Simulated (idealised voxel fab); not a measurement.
You're looking at the process module voxel transistor to metal.
Each square cell in cross-section cut measures 5 nm, and the section as a whole is 285 nm wide.
Cross-section format: a grid of square cells, given as bands from top to bottom; each band is one or more rows of cells.
A band entry consists of two parts. The first gives the height of the band's top and the height of its bottom, in nm. The rest lists the band's materials from left to right, each with its width in nm. A single material labelled with the word "all across" fills the band from edge to edge, and the word "empty" marks empty space.
Heights are reckoned from 0. Under this level, the received wafer is all of one material. The bottommost band is open-ended downward, for example "top 0, no bottom".
Note: "30..40" means the width goes from the first number (top row of the band) to the second number (bottom row) in equal steps per row of cells.
What does "nothing was modified" mean for a step? It means no cell of the cross-section changed in that step.
"Closed voids list" contains a list of empty spaces, each no smaller than 8 cells and without an open way to the top, written in the form width x height at distance with the distance from the left edge and all three in nm.
Where a step's line continues beyond its settings, the continuation is a remark by the simulator itself on that step.
What "overlay nm" on a step's line means: if the step has a mask, that mask lay this far to the right of its planned place, or, when the value is negative, to the left.
# Planned process steps
step 1: RECEIVE (material Si)
step 2: OXIDIZE (depth nm 5)
step 3: CONFORMAL_DEP (material SiN; thk nm 10)
step 4: MASKED_ETCH (tone cover; mask id ACTIVE; width nm 110; pitch nm 140; etch materials SiN; depth nm 10; overlay nm 0)
step 5: MASKED_ETCH (tone cover; mask id ACTIVE; width nm 110; pitch nm 140; etch materials SiO2; depth nm 5; overlay nm 0)
step 6: MASKED_ETCH (tone cover; mask id ACTIVE; width nm 110; pitch nm 140; etch materials Si; depth nm 35; overlay nm 0)
step 7: OXIDIZE (depth nm 5)
step 8: FILL_DEP (material SiO2; thk nm 5)
step 9: CMP (height nm 10)
step 10: SELECTIVE_ETCH (etch materials SiO2; depth nm 10)
step 11: STRIP (etch materials SiN)
step 12: SELECTIVE_ETCH (etch materials SiO2; depth nm 5)
step 13: OXIDIZE (depth nm 5)
step 14: DIRECTIONAL_DEP (material polySi; thk nm 30)
step 15: DIRECTIONAL_DEP (material SiCN; thk nm 15)
step 16: DIRECTIONAL_DEP (material aC; thk nm 15)
step 17: PATTERN (tone cover; mask id GATE; material resist; width nm 20; pitch nm 140; thk nm 30; overlay nm 0)
step 18: DIRECTIONAL_ETCH (etch materials aC; depth nm 15)
step 19: STRIP (etch materials resist)
step 20: DIRECTIONAL_ETCH (etch materials SiCN; depth nm 25)
step 21: DIRECTIONAL_ETCH (etch materials polySi; depth nm 40)
step 22: STRIP (etch materials aC)
step 23: CONFORMAL_DEP (material SiO2; thk nm 5)
step 24: DIRECTIONAL_ETCH (etch materials SiO2; depth nm 5)
step 25: CONFORMAL_DEP (material SiN; thk nm 5)
step 26: DIRECTIONAL_ETCH (etch materials SiN; depth nm 5)
step 27: DIRECTIONAL_ETCH (etch materials SiO2; depth nm 5)
step 28: EPI (material pSi; thk nm 5)
step 29: FILL_DEP (material SiO2; thk nm 10)
step 30: CMP (height nm 40)
step 31: DIRECTIONAL_DEP (material SiO2; thk nm 15)
step 32: PATTERN (tone open; mask id CONTACT; material resist; width nm 20; pitch nm 70; thk nm 20; overlay nm 0)
step 33: DIRECTIONAL_ETCH (etch materials SiO2; depth nm 60)
step 34: STRIP (etch materials resist)
step 35: CONFORMAL_DEP (material TiN; thk nm 5)
step 36: FILL_DEP (material W; thk nm 5)
step 37: CMP (height nm 55)
step 38: CONFORMAL_DEP (material SiCN; thk nm 5)
step 39: DIRECTIONAL_DEP (material SiO2; thk nm 20)
step 40: PATTERN (tone open; mask id METAL_1; material resist; width nm 20; pitch nm 70; thk nm 15; overlay nm 0)
step 41: DIRECTIONAL_ETCH (etch materials SiO2; depth nm 20)
step 42: DIRECTIONAL_ETCH (etch materials SiCN; depth nm 5)
step 43: STRIP (etch materials resist)
step 44: CONFORMAL_DEP (material TiN; thk nm 5)
step 45: FILL_DEP (material Cu; thk nm 10)
step 46: CMP (height nm 80)
step 47: CONFORMAL_DEP (material SiN; thk nm 5)
# First of two wafers, processed according to plan
# Shown in cross-section is the wafer as received, that is, as it stands after step 1
* top 0, no bottom = Si all across
* Closed voids list: none
# after step 2
* top 0, bottom -5 = SiO2 all across
* below -5: unchanged
# after step 3
* top 10, bottom 0 = SiN all across
* below 0: unchanged
# after step 4
* top 10, bottom 0 = empty 15 / SiN 110 / empty 30 / SiN 110 / empty 20
* below 0: unchanged
# after step 5
* top 10, bottom 0 = empty 15 / SiN 110 / empty 30 / SiN 110 / empty 20
* top 0, bottom -5 = empty 15 / SiO2 110 / empty 30 / SiO2 110 / empty 20
* below -5: unchanged
# after step 6
* top 10, bottom 0 = empty 15 / SiN 110 / empty 30 / SiN 110 / empty 20
* top 0, bottom -5 = empty 15 / SiO2 110 / empty 30 / SiO2 110 / empty 20
* top -5, bottom -40 = empty 15 / Si 110 / empty 30 / Si 110 / empty 20
* below -40: unchanged
# after step 7
* top 10, bottom 0 = empty 15 / SiN 110 / empty 30 / SiN 110 / empty 20
* top 0, bottom -5 = empty 15 / SiO2 110 / empty 30 / SiO2 110 / empty 20
* top -5, bottom -40 = empty 15 / SiO2 5 / Si 100 / SiO2 5 / empty 30 / SiO2 5 / Si 100 / SiO2 5 / empty 20
* top -40, bottom -45 = SiO2 20 / Si 100 / SiO2 40 / Si 100 / SiO2 25
* below -45: unchanged
# after step 8
* top 15, bottom 10 = SiO2 all across
* top 10, bottom 0 = SiO2 15 / SiN 110 / SiO2 30 / SiN 110 / SiO2 20
* top 0, bottom -5 = SiO2 all across
* top -5, bottom -45 = SiO2 20 / Si 100 / SiO2 40 / Si 100 / SiO2 25
* below -45: unchanged
# after step 9
* top 10, bottom 0 = SiO2 15 / SiN 110 / SiO2 30 / SiN 110 / SiO2 20
* below 0: unchanged
# after step 10
* top 10, bottom 0 = empty 15 / SiN 110 / empty 30 / SiN 110 / empty 20
* below 0: unchanged
# after step 11
* top 0, bottom -5 = SiO2 all across
* below -5: unchanged
# after step 12
* top -5, bottom -45 = SiO2 20 / Si 100 / SiO2 40 / Si 100 / SiO2 25
* below -45: unchanged
# after step 13
* top -5, bottom -10 = SiO2 all across
* below -10: unchanged
# after step 14
* top 25, bottom -5 = polySi all across
* below -5: unchanged
# after step 15
* top 40, bottom 25 = SiCN all across
* below 25: unchanged
# after step 16
* top 55, bottom 40 = aC all across
* below 40: unchanged
# after step 17
* top 85, bottom 55 = empty 60 / resist 20 / empty 120 / resist 20 / empty 65
* below 55: unchanged
# after step 18
* top 70, bottom 55 = empty 60 / resist 20 / empty 120 / resist 20 / empty 65
* top 55, bottom 40 = empty 60 / aC 20 / empty 120 / aC 20 / empty 65
* below 40: unchanged
# after step 19
* top 55, bottom 40 = empty 60 / aC 20 / empty 120 / aC 20 / empty 65
* below 40: unchanged
# after step 20
* top 55, bottom 40 = empty 60 / aC 20 / empty 120 / aC 20 / empty 65
* top 40, bottom 25 = empty 60 / SiCN 20 / empty 120 / SiCN 20 / empty 65
* below 25: unchanged
# after step 21
* top 55, bottom 40 = empty 60 / aC 20 / empty 120 / aC 20 / empty 65
* top 40, bottom 25 = empty 60 / SiCN 20 / empty 120 / SiCN 20 / empty 65
* top 25, bottom -5 = empty 60 / polySi 20 / empty 120 / polySi 20 / empty 65
* below -5: unchanged
# after step 22
* top 40, bottom 25 = empty 60 / SiCN 20 / empty 120 / SiCN 20 / empty 65
* below 25: unchanged
# after step 23
* top 45, bottom 40 = empty 55 / SiO2 30 / empty 110 / SiO2 30 / empty 60
* top 40, bottom 25 = empty 55 / SiO2 5 / SiCN 20 / SiO2 5 / empty 110 / SiO2 5 / SiCN 20 / SiO2 5 / empty 60
* top 25, bottom 0 = empty 55 / SiO2 5 / polySi 20 / SiO2 5 / empty 110 / SiO2 5 / polySi 20 / SiO2 5 / empty 60
* top 0, bottom -5 = SiO2 60 / polySi 20 / SiO2 120 / polySi 20 / SiO2 65
* below -5: unchanged
# after step 24
* top 40, bottom 25 = empty 55 / SiO2 5 / SiCN 20 / SiO2 5 / empty 110 / SiO2 5 / SiCN 20 / SiO2 5 / empty 60
* top 25, bottom -5 = empty 55 / SiO2 5 / polySi 20 / SiO2 5 / empty 110 / SiO2 5 / polySi 20 / SiO2 5 / empty 60
* below -5: unchanged
# after step 25
* top 45, bottom 40 = empty 50 / SiN 40 / empty 100 / SiN 40 / empty 55
* top 40, bottom 25 = empty 50 / SiN 5 / SiO2 5 / SiCN 20 / SiO2 5 / SiN 5 / empty 100 / SiN 5 / SiO2 5 / SiCN 20 / SiO2 5 / SiN 5 / empty 55
* top 25, bottom 0 = empty 50 / SiN 5 / SiO2 5 / polySi 20 / SiO2 5 / SiN 5 / empty 100 / SiN 5 / SiO2 5 / polySi 20 / SiO2 5 / SiN 5 / empty 55
* top 0, bottom -5 = SiN 55 / SiO2 5 / polySi 20 / SiO2 5 / SiN 110 / SiO2 5 / polySi 20 / SiO2 5 / SiN 60
* below -5: unchanged
# after step 26
* top 40, bottom 25 = empty 50 / SiN 5 / SiO2 5 / SiCN 20 / SiO2 5 / SiN 5 / empty 100 / SiN 5 / SiO2 5 / SiCN 20 / SiO2 5 / SiN 5 / empty 55
* top 25, bottom -5 = empty 50 / SiN 5 / SiO2 5 / polySi 20 / SiO2 5 / SiN 5 / empty 100 / SiN 5 / SiO2 5 / polySi 20 / SiO2 5 / SiN 5 / empty 55
* below -5: unchanged
# after step 27
* top 40, bottom 35 = empty 50 / SiN 5 / empty 5 / SiCN 20 / empty 5 / SiN 5 / empty 100 / SiN 5 / empty 5 / SiCN 20 / empty 5 / SiN 5 / empty 55
* top 35, bottom 25 = empty 50 / SiN 5 / SiO2 5 / SiCN 20 / SiO2 5 / SiN 5 / empty 100 / SiN 5 / SiO2 5 / SiCN 20 / SiO2 5 / SiN 5 / empty 55
* top 25, bottom -5 = empty 50 / SiN 5 / SiO2 5 / polySi 20 / SiO2 5 / SiN 5 / empty 100 / SiN 5 / SiO2 5 / polySi 20 / SiO2 5 / SiN 5 / empty 55
* top -5, bottom -10 = empty 50 / SiO2 40 / empty 100 / SiO2 40 / empty 55
* below -10: unchanged
# after step 28
* top 40, bottom 35 = empty 50 / SiN 5 / empty 5 / SiCN 20 / empty 5 / SiN 5 / empty 100 / SiN 5 / empty 5 / SiCN 20 / empty 5 / SiN 5 / empty 55
* top 35, bottom 25 = empty 50 / SiN 5 / SiO2 5 / SiCN 20 / SiO2 5 / SiN 5 / empty 100 / SiN 5 / SiO2 5 / SiCN 20 / SiO2 5 / SiN 5 / empty 55
* top 25, bottom -5 = empty 50 / SiN 5 / SiO2 5 / polySi 20 / SiO2 5 / SiN 5 / empty 100 / SiN 5 / SiO2 5 / polySi 20 / SiO2 5 / SiN 5 / empty 55
* top -5, bottom -10 = empty 15 / pSi 35 / SiO2 40 / pSi 35 / empty 30 / pSi 35 / SiO2 40 / pSi 35 / empty 20
* below -10: unchanged
# after step 29
* top 50, bottom 40 = SiO2 all across
* top 40, bottom 25 = SiO2 50 / SiN 5 / SiO2 5 / SiCN 20 / SiO2 5 / SiN 5 / SiO2 100 / SiN 5 / SiO2 5 / SiCN 20 / SiO2 5 / SiN 5 / SiO2 55
* top 25, bottom -5 = SiO2 50 / SiN 5 / SiO2 5 / polySi 20 / SiO2 5 / SiN 5 / SiO2 100 / SiN 5 / SiO2 5 / polySi 20 / SiO2 5 / SiN 5 / SiO2 55
* top -5, bottom -10 = SiO2 15 / pSi 35 / SiO2 40 / pSi 35 / SiO2 30 / pSi 35 / SiO2 40 / pSi 35 / SiO2 20
* below -10: unchanged
# after step 30
* top 40, bottom 25 = SiO2 50 / SiN 5 / SiO2 5 / SiCN 20 / SiO2 5 / SiN 5 / SiO2 100 / SiN 5 / SiO2 5 / SiCN 20 / SiO2 5 / SiN 5 / SiO2 55
* below 25: unchanged
# after step 31
* top 55, bottom 40 = SiO2 all across
* below 40: unchanged
# after step 32
* top 75, bottom 55 = resist 25 / empty 20 / resist 50 / empty 20 / resist 50 / empty 20 / resist 50 / empty 20 / resist 30
* below 55: unchanged
# after step 33
* top 75, bottom 55 = resist 25 / empty 20 / resist 50 / empty 20 / resist 50 / empty 20 / resist 50 / empty 20 / resist 30
* top 55, bottom 40 = SiO2 25 / empty 20 / SiO2 50 / empty 20 / SiO2 50 / empty 20 / SiO2 50 / empty 20 / SiO2 30
* top 40, bottom 25 = SiO2 25 / empty 20 / SiO2 5 / SiN 5 / SiO2 5 / SiCN 20 / SiO2 5 / SiN 5 / SiO2 5 / empty 20 / SiO2 50 / empty 20 / SiO2 5 / SiN 5 / SiO2 5 / SiCN 20 / SiO2 5 / SiN 5 / SiO2 5 / empty 20 / SiO2 30
* top 25, bottom -5 = SiO2 25 / empty 20 / SiO2 5 / SiN 5 / SiO2 5 / polySi 20 / SiO2 5 / SiN 5 / SiO2 5 / empty 20 / SiO2 50 / empty 20 / SiO2 5 / SiN 5 / SiO2 5 / polySi 20 / SiO2 5 / SiN 5 / SiO2 5 / empty 20 / SiO2 30
* below -5: unchanged
# after step 34
* top 55, bottom 40 = SiO2 25 / empty 20 / SiO2 50 / empty 20 / SiO2 50 / empty 20 / SiO2 50 / empty 20 / SiO2 30
* below 40: unchanged
# after step 35
* top 60, bottom 55 = TiN 30 / empty 10 / TiN 60 / empty 10 / TiN 60 / empty 10 / TiN 60 / empty 10 / TiN 35
* top 55, bottom 40 = SiO2 25 / TiN 5 / empty 10 / TiN 5 / SiO2 50 / TiN 5 / empty 10 / TiN 5 / SiO2 50 / TiN 5 / empty 10 / TiN 5 / SiO2 50 / TiN 5 / empty 10 / TiN 5 / SiO2 30
* top 40, bottom 25 = SiO2 25 / TiN 5 / empty 10 / TiN 5 / SiO2 5 / SiN 5 / SiO2 5 / SiCN 20 / SiO2 5 / SiN 5 / SiO2 5 / TiN 5 / empty 10 / TiN 5 / SiO2 50 / TiN 5 / empty 10 / TiN 5 / SiO2 5 / SiN 5 / SiO2 5 / SiCN 20 / SiO2 5 / SiN 5 / SiO2 5 / TiN 5 / empty 10 / TiN 5 / SiO2 30
* top 25, bottom 0 = SiO2 25 / TiN 5 / empty 10 / TiN 5 / SiO2 5 / SiN 5 / SiO2 5 / polySi 20 / SiO2 5 / SiN 5 / SiO2 5 / TiN 5 / empty 10 / TiN 5 / SiO2 50 / TiN 5 / empty 10 / TiN 5 / SiO2 5 / SiN 5 / SiO2 5 / polySi 20 / SiO2 5 / SiN 5 / SiO2 5 / TiN 5 / empty 10 / TiN 5 / SiO2 30
* top 0, bottom -5 = SiO2 25 / TiN 20 / SiO2 5 / SiN 5 / SiO2 5 / polySi 20 / SiO2 5 / SiN 5 / SiO2 5 / TiN 20 / SiO2 50 / TiN 20 / SiO2 5 / SiN 5 / SiO2 5 / polySi 20 / SiO2 5 / SiN 5 / SiO2 5 / TiN 20 / SiO2 30
* below -5: unchanged
# after step 36
* top 65, bottom 60 = W all across
* top 60, bottom 55 = TiN 30 / W 10 / TiN 60 / W 10 / TiN 60 / W 10 / TiN 60 / W 10 / TiN 35
* top 55, bottom 40 = SiO2 25 / TiN 5 / W 10 / TiN 5 / SiO2 50 / TiN 5 / W 10 / TiN 5 / SiO2 50 / TiN 5 / W 10 / TiN 5 / SiO2 50 / TiN 5 / W 10 / TiN 5 / SiO2 30
* top 40, bottom 25 = SiO2 25 / TiN 5 / W 10 / TiN 5 / SiO2 5 / SiN 5 / SiO2 5 / SiCN 20 / SiO2 5 / SiN 5 / SiO2 5 / TiN 5 / W 10 / TiN 5 / SiO2 50 / TiN 5 / W 10 / TiN 5 / SiO2 5 / SiN 5 / SiO2 5 / SiCN 20 / SiO2 5 / SiN 5 / SiO2 5 / TiN 5 / W 10 / TiN 5 / SiO2 30
* top 25, bottom 0 = SiO2 25 / TiN 5 / W 10 / TiN 5 / SiO2 5 / SiN 5 / SiO2 5 / polySi 20 / SiO2 5 / SiN 5 / SiO2 5 / TiN 5 / W 10 / TiN 5 / SiO2 50 / TiN 5 / W 10 / TiN 5 / SiO2 5 / SiN 5 / SiO2 5 / polySi 20 / SiO2 5 / SiN 5 / SiO2 5 / TiN 5 / W 10 / TiN 5 / SiO2 30
* below 0: unchanged
# after step 37
* top 55, bottom 40 = SiO2 25 / TiN 5 / W 10 / TiN 5 / SiO2 50 / TiN 5 / W 10 / TiN 5 / SiO2 50 / TiN 5 / W 10 / TiN 5 / SiO2 50 / TiN 5 / W 10 / TiN 5 / SiO2 30
* below 40: unchanged
# after step 38
* top 60, bottom 55 = SiCN all across
* below 55: unchanged
# after step 39
* top 80, bottom 60 = SiO2 all across
* below 60: unchanged
# after step 40
* top 95, bottom 80 = resist 25 / empty 20 / resist 50 / empty 20 / resist 50 / empty 20 / resist 50 / empty 20 / resist 30
* below 80: unchanged
# after step 41
* top 95, bottom 80 = resist 25 / empty 20 / resist 50 / empty 20 / resist 50 / empty 20 / resist 50 / empty 20 / resist 30
* top 80, bottom 60 = SiO2 25 / empty 20 / SiO2 50 / empty 20 / SiO2 50 / empty 20 / SiO2 50 / empty 20 / SiO2 30
* below 60: unchanged
# after step 42
* top 95, bottom 80 = resist 25 / empty 20 / resist 50 / empty 20 / resist 50 / empty 20 / resist 50 / empty 20 / resist 30
* top 80, bottom 60 = SiO2 25 / empty 20 / SiO2 50 / empty 20 / SiO2 50 / empty 20 / SiO2 50 / empty 20 / SiO2 30
* top 60, bottom 55 = SiCN 25 / empty 20 / SiCN 50 / empty 20 / SiCN 50 / empty 20 / SiCN 50 / empty 20 / SiCN 30
* below 55: unchanged
# after step 43
* top 80, bottom 60 = SiO2 25 / empty 20 / SiO2 50 / empty 20 / SiO2 50 / empty 20 / SiO2 50 / empty 20 / SiO2 30
* below 60: unchanged
# after step 44
* top 85, bottom 80 = TiN 30 / empty 10 / TiN 60 / empty 10 / TiN 60 / empty 10 / TiN 60 / empty 10 / TiN 35
* top 80, bottom 60 = SiO2 25 / TiN 5 / empty 10 / TiN 5 / SiO2 50 / TiN 5 / empty 10 / TiN 5 / SiO2 50 / TiN 5 / empty 10 / TiN 5 / SiO2 50 / TiN 5 / empty 10 / TiN 5 / SiO2 30
* top 60, bottom 55 = SiCN 25 / TiN 20 / SiCN 50 / TiN 20 / SiCN 50 / TiN 20 / SiCN 50 / TiN 20 / SiCN 30
* below 55: unchanged
# after step 45
* top 95, bottom 85 = Cu all across
* top 85, bottom 80 = TiN 30 / Cu 10 / TiN 60 / Cu 10 / TiN 60 / Cu 10 / TiN 60 / Cu 10 / TiN 35
* top 80, bottom 60 = SiO2 25 / TiN 5 / Cu 10 / TiN 5 / SiO2 50 / TiN 5 / Cu 10 / TiN 5 / SiO2 50 / TiN 5 / Cu 10 / TiN 5 / SiO2 50 / TiN 5 / Cu 10 / TiN 5 / SiO2 30
* below 60: unchanged
# after step 46
* top 80, bottom 60 = SiO2 25 / TiN 5 / Cu 10 / TiN 5 / SiO2 50 / TiN 5 / Cu 10 / TiN 5 / SiO2 50 / TiN 5 / Cu 10 / TiN 5 / SiO2 50 / TiN 5 / Cu 10 / TiN 5 / SiO2 30
* below 60: unchanged
# after step 47
* top 85, bottom 80 = SiN all across
* below 80: unchanged
# Here the second wafer is described. Its start and its plan were those of the first wafer. Its run contained one mistake. Up to and including step 34, it did exactly what the first wafer did
# Second wafer, cross-section, planned end of step 35
* top 60, bottom 55 = aC 30 / empty 10 / aC 60 / empty 10 / aC 60 / empty 10 / aC 60 / empty 10 / aC 35
* top 55, bottom 40 = SiO2 25 / aC 5 / empty 10 / aC 5 / SiO2 50 / aC 5 / empty 10 / aC 5 / SiO2 50 / aC 5 / empty 10 / aC 5 / SiO2 50 / aC 5 / empty 10 / aC 5 / SiO2 30
* top 40, bottom 25 = SiO2 25 / aC 5 / empty 10 / aC 5 / SiO2 5 / SiN 5 / SiO2 5 / SiCN 20 / SiO2 5 / SiN 5 / SiO2 5 / aC 5 / empty 10 / aC 5 / SiO2 50 / aC 5 / empty 10 / aC 5 / SiO2 5 / SiN 5 / SiO2 5 / SiCN 20 / SiO2 5 / SiN 5 / SiO2 5 / aC 5 / empty 10 / aC 5 / SiO2 30
* top 25, bottom 0 = SiO2 25 / aC 5 / empty 10 / aC 5 / SiO2 5 / SiN 5 / SiO2 5 / polySi 20 / SiO2 5 / SiN 5 / SiO2 5 / aC 5 / empty 10 / aC 5 / SiO2 50 / aC 5 / empty 10 / aC 5 / SiO2 5 / SiN 5 / SiO2 5 / polySi 20 / SiO2 5 / SiN 5 / SiO2 5 / aC 5 / empty 10 / aC 5 / SiO2 30
* top 0, bottom -5 = SiO2 25 / aC 20 / SiO2 5 / SiN 5 / SiO2 5 / polySi 20 / SiO2 5 / SiN 5 / SiO2 5 / aC 20 / SiO2 50 / aC 20 / SiO2 5 / SiN 5 / SiO2 5 / polySi 20 / SiO2 5 / SiN 5 / SiO2 5 / aC 20 / SiO2 30
* below -5: unchanged
# Second wafer, cross-section, planned end of step 36
* top 65, bottom 60 = W all across
* top 60, bottom 55 = aC 30 / W 10 / aC 60 / W 10 / aC 60 / W 10 / aC 60 / W 10 / aC 35
* top 55, bottom 40 = SiO2 25 / aC 5 / W 10 / aC 5 / SiO2 50 / aC 5 / W 10 / aC 5 / SiO2 50 / aC 5 / W 10 / aC 5 / SiO2 50 / aC 5 / W 10 / aC 5 / SiO2 30
* top 40, bottom 25 = SiO2 25 / aC 5 / W 10 / aC 5 / SiO2 5 / SiN 5 / SiO2 5 / SiCN 20 / SiO2 5 / SiN 5 / SiO2 5 / aC 5 / W 10 / aC 5 / SiO2 50 / aC 5 / W 10 / aC 5 / SiO2 5 / SiN 5 / SiO2 5 / SiCN 20 / SiO2 5 / SiN 5 / SiO2 5 / aC 5 / W 10 / aC 5 / SiO2 30
* top 25, bottom 0 = SiO2 25 / aC 5 / W 10 / aC 5 / SiO2 5 / SiN 5 / SiO2 5 / polySi 20 / SiO2 5 / SiN 5 / SiO2 5 / aC 5 / W 10 / aC 5 / SiO2 50 / aC 5 / W 10 / aC 5 / SiO2 5 / SiN 5 / SiO2 5 / polySi 20 / SiO2 5 / SiN 5 / SiO2 5 / aC 5 / W 10 / aC 5 / SiO2 30
* below 0: unchanged
# Second wafer, cross-section, planned end of step 37
* top 55, bottom 40 = SiO2 25 / aC 5 / W 10 / aC 5 / SiO2 50 / aC 5 / W 10 / aC 5 / SiO2 50 / aC 5 / W 10 / aC 5 / SiO2 50 / aC 5 / W 10 / aC 5 / SiO2 30
* below 40: unchanged
# Second wafer, cross-section, planned end of step 38
* top 60, bottom 55 = SiCN all across
* below 55: unchanged
# Second wafer, cross-section, planned end of step 39
* top 80, bottom 60 = SiO2 all across
* below 60: unchanged
# Second wafer, cross-section, planned end of step 40
* top 95, bottom 80 = resist 25 / empty 20 / resist 50 / empty 20 / resist 50 / empty 20 / resist 50 / empty 20 / resist 30
* below 80: unchanged
# Second wafer, cross-section, planned end of step 41
* top 95, bottom 80 = resist 25 / empty 20 / resist 50 / empty 20 / resist 50 / empty 20 / resist 50 / empty 20 / resist 30
* top 80, bottom 60 = SiO2 25 / empty 20 / SiO2 50 / empty 20 / SiO2 50 / empty 20 / SiO2 50 / empty 20 / SiO2 30
* below 60: unchanged
# Second wafer, cross-section, planned end of step 42
* top 95, bottom 80 = resist 25 / empty 20 / resist 50 / empty 20 / resist 50 / empty 20 / resist 50 / empty 20 / resist 30
* top 80, bottom 60 = SiO2 25 / empty 20 / SiO2 50 / empty 20 / SiO2 50 / empty 20 / SiO2 50 / empty 20 / SiO2 30
* top 60, bottom 55 = SiCN 25 / empty 20 / SiCN 50 / empty 20 / SiCN 50 / empty 20 / SiCN 50 / empty 20 / SiCN 30
* below 55: unchanged
# Second wafer, cross-section, planned end of step 43
* top 80, bottom 60 = SiO2 25 / empty 20 / SiO2 50 / empty 20 / SiO2 50 / empty 20 / SiO2 50 / empty 20 / SiO2 30
* below 60: unchanged
# Second wafer, cross-section, planned end of step 44
* top 85, bottom 80 = TiN 30 / empty 10 / TiN 60 / empty 10 / TiN 60 / empty 10 / TiN 60 / empty 10 / TiN 35
* top 80, bottom 60 = SiO2 25 / TiN 5 / empty 10 / TiN 5 / SiO2 50 / TiN 5 / empty 10 / TiN 5 / SiO2 50 / TiN 5 / empty 10 / TiN 5 / SiO2 50 / TiN 5 / empty 10 / TiN 5 / SiO2 30
* top 60, bottom 55 = SiCN 25 / TiN 20 / SiCN 50 / TiN 20 / SiCN 50 / TiN 20 / SiCN 50 / TiN 20 / SiCN 30
* below 55: unchanged
# Second wafer, cross-section, planned end of step 45
* top 95, bottom 85 = Cu all across
* top 85, bottom 80 = TiN 30 / Cu 10 / TiN 60 / Cu 10 / TiN 60 / Cu 10 / TiN 60 / Cu 10 / TiN 35
* top 80, bottom 60 = SiO2 25 / TiN 5 / Cu 10 / TiN 5 / SiO2 50 / TiN 5 / Cu 10 / TiN 5 / SiO2 50 / TiN 5 / Cu 10 / TiN 5 / SiO2 50 / TiN 5 / Cu 10 / TiN 5 / SiO2 30
* below 60: unchanged
# Second wafer, cross-section, planned end of step 46
* top 80, bottom 60 = SiO2 25 / TiN 5 / Cu 10 / TiN 5 / SiO2 50 / TiN 5 / Cu 10 / TiN 5 / SiO2 50 / TiN 5 / Cu 10 / TiN 5 / SiO2 50 / TiN 5 / Cu 10 / TiN 5 / SiO2 30
* below 60: unchanged
# Second wafer, cross-section, planned end of step 47
* top 85, bottom 80 = SiN all across
* below 80: unchanged
Against the plan, the run slipped here: step 35, actual vs plan mismatch, actual run CONFORMAL_DEP (material aC; thk nm 5)
Final difference in cells, second wafer against first, listed per material as more or fewer: 104 fewer of TiN; 104 more of aC
